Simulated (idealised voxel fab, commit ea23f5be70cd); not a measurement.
Module name: voxel capacitor over wiring (process module)
280 nm wide, 5 nm square cells: that's cross-section cut.
When this document writes out a cross-section, it uses a grid of square cells and lists it as bands, beginning at the top and moving down, with a band standing for one or more rows of cells. This entry defines a band. It first specifies the height of the band's top and the height of its bottom in nm, and then specifies the band's materials from left to right, stating each material with its width in nm. The word "all across" identifies a single material that fills the band from edge to edge, while the word "air" identifies empty space. Beneath 0, the wafer as received is one material, and that level is where height counting begins. The lowest band goes on downward without a bottom; it is written like "top 0, no bottom". Width: "30..40" (first number = top row, second number = bottom row, same change from row to row of cells). Take "stayed the same" at face value: in the step it is given for, the cross-section changed in none of its cells. So "Fully closed voids" is basically the list of trapped voids: any empty space of 8 cells or more that can't reach the top through an opening. They're written width x height at distance, the distance being from the left edge, and it's all nm. Read whatever lies past the settings on a step's line as the simulator's own remark about the step. Each step line may optionally specify "overlay nm", which for a step with a mask gives the rightward distance between the mask's planned place and where it lay, a negative value indicating the leftward direction.

List of planned process steps:
- 1: op RECEIVE | material Si
- 2: op CONFORMAL_DEP | material SiO2 | thk nm 10
- 3: op CONFORMAL_DEP | material SiN | thk nm 5
- 4: op DIRECTIONAL_DEP | material SiO2 | thk nm 15
- 5: op PATTERN | tone open | mask id METAL_1 | material resist | width nm 20 | pitch nm 70 | thk nm 15 | overlay nm 0
- 6: op DIRECTIONAL_ETCH | etch materials SiO2 | depth nm 15
- 7: op DIRECTIONAL_ETCH | etch materials SiN | depth nm 5
- 8: op STRIP | etch materials resist
- 9: op CONFORMAL_DEP | material TiN | thk nm 5
- 10: op FILL_DEP | material W | thk nm 10
- 11: op CMP | height nm 30
- 12: op EPI | material Ru | thk nm 5
- 13: op FILL_DEP | material SiCN | thk nm 5
- 14: op DIRECTIONAL_DEP | material lowk | thk nm 10
- 15: op DIRECTIONAL_DEP | material aC | thk nm 15
- 16: op PATTERN | tone open | mask id PLUG_1 | material resist | width nm 15 | thk nm 35 | overlay nm 0
- 17: op DIRECTIONAL_ETCH | etch materials aC | depth nm 15
- 18: op STRIP | etch materials resist
- 19: op DIRECTIONAL_ETCH | etch materials lowk | depth nm 10
- 20: op DIRECTIONAL_ETCH | etch materials SiCN | depth nm 5
- 21: op STRIP | etch materials aC
- 22: op CONFORMAL_DEP | material TiN | thk nm 5
- 23: op FILL_DEP | material Ru | thk nm 10
- 24: op CMP | height nm 50
- 25: op DIRECTIONAL_DEP | material TiN | thk nm 5
- 26: op DIRECTIONAL_DEP | material HfO2 | thk nm 5
- 27: op DIRECTIONAL_DEP | material TiN | thk nm 5
- 28: op DIRECTIONAL_DEP | material aC | thk nm 10
- 29: op PATTERN | tone cover | mask id UPPER_PLATE | material resist | width nm 55 | thk nm 25 | overlay nm 0
- 30: op DIRECTIONAL_ETCH | etch materials aC | depth nm 10
- 31: op STRIP | etch materials resist
- 32: op DIRECTIONAL_ETCH | etch materials TiN | depth nm 5
- 33: op DIRECTIONAL_ETCH | etch materials HfO2 | depth nm 5
- 34: op STRIP | etch materials aC
- 35: op MASKED_ETCH | tone cover | mask id LOWER_PLATE | width nm 65 | etch materials TiN | depth nm 5 | overlay nm 0
- 36: op FILL_DEP | material SiO2 | thk nm 15
- 37: op CMP | height nm 75
- 38: op DIRECTIONAL_DEP | material aC | thk nm 15
- 39: op PATTERN | tone open | mask id PLUG_2 | material resist | width nm 15 | thk nm 30 | overlay nm 0
- 40: op DIRECTIONAL_ETCH | etch materials aC | depth nm 15
- 41: op STRIP | etch materials resist
- 42: op DIRECTIONAL_ETCH | etch materials SiO2 | depth nm 10
- 43: op STRIP | etch materials aC
- 44: op CONFORMAL_DEP | material TiN | thk nm 5
- 45: op FILL_DEP | material Cu | thk nm 10
- 46: op CMP | height nm 75
- 47: op CONFORMAL_DEP | material SiCN | thk nm 5

Step 1 complete: cross-section of the wafer as received:
    top 0, no bottom  Si all across
    Fully closed voids: none

The following cross-section depicts the wafer upon conclusion of the module. Processing commenced from the starting condition illustrated above and adhered to the plan illustrated above, save for one mistake in execution:
    top 80, bottom 75  SiCN all across
    top 75, bottom 70  110 of SiO2, then 5 of TiN, then 5 of Cu, then 5 of TiN, then 155 of SiO2
    top 70, bottom 60  110..100 of SiO2, then 15..55 of TiN, then 155..125 of SiO2
    top 60, bottom 55  100 of SiO2, then 55 of HfO2, then 125 of SiO2
    top 55, bottom 50  100 of SiO2, then 65 of TiN, then 115 of SiO2
    top 50, bottom 40  100 of lowk, then 5 of TiN, then 5 of Ru, then 5 of TiN, then 165 of lowk
    top 40, bottom 35  100 of SiCN, then 15 of TiN, then 165 of SiCN
    top 35, bottom 30  90 of SiCN, then 30 of Ru, then 40 of SiCN, then 30 of Ru, then 90 of SiCN
    top 30, bottom 15  95 of SiO2, then 5 of TiN, then 10 of W, then 5 of TiN, then 50 of SiO2, then 5 of TiN, then 10 of W, then 5 of TiN, then 95 of SiO2
    top 15, bottom 10  95 of SiN, then 20 of TiN, then 50 of SiN, then 20 of TiN, then 95 of SiN
    top 10, bottom 0  SiO2 all across
    top 0, no bottom  Si all across
    Fully closed voids: none
Misprocessing identified: off-plan run, step 35, actual operation and settings op MASKED_ETCH | tone cover | mask id LOWER_PLATE | width nm 65 | etch materials TiN | depth nm 5 | overlay nm 5
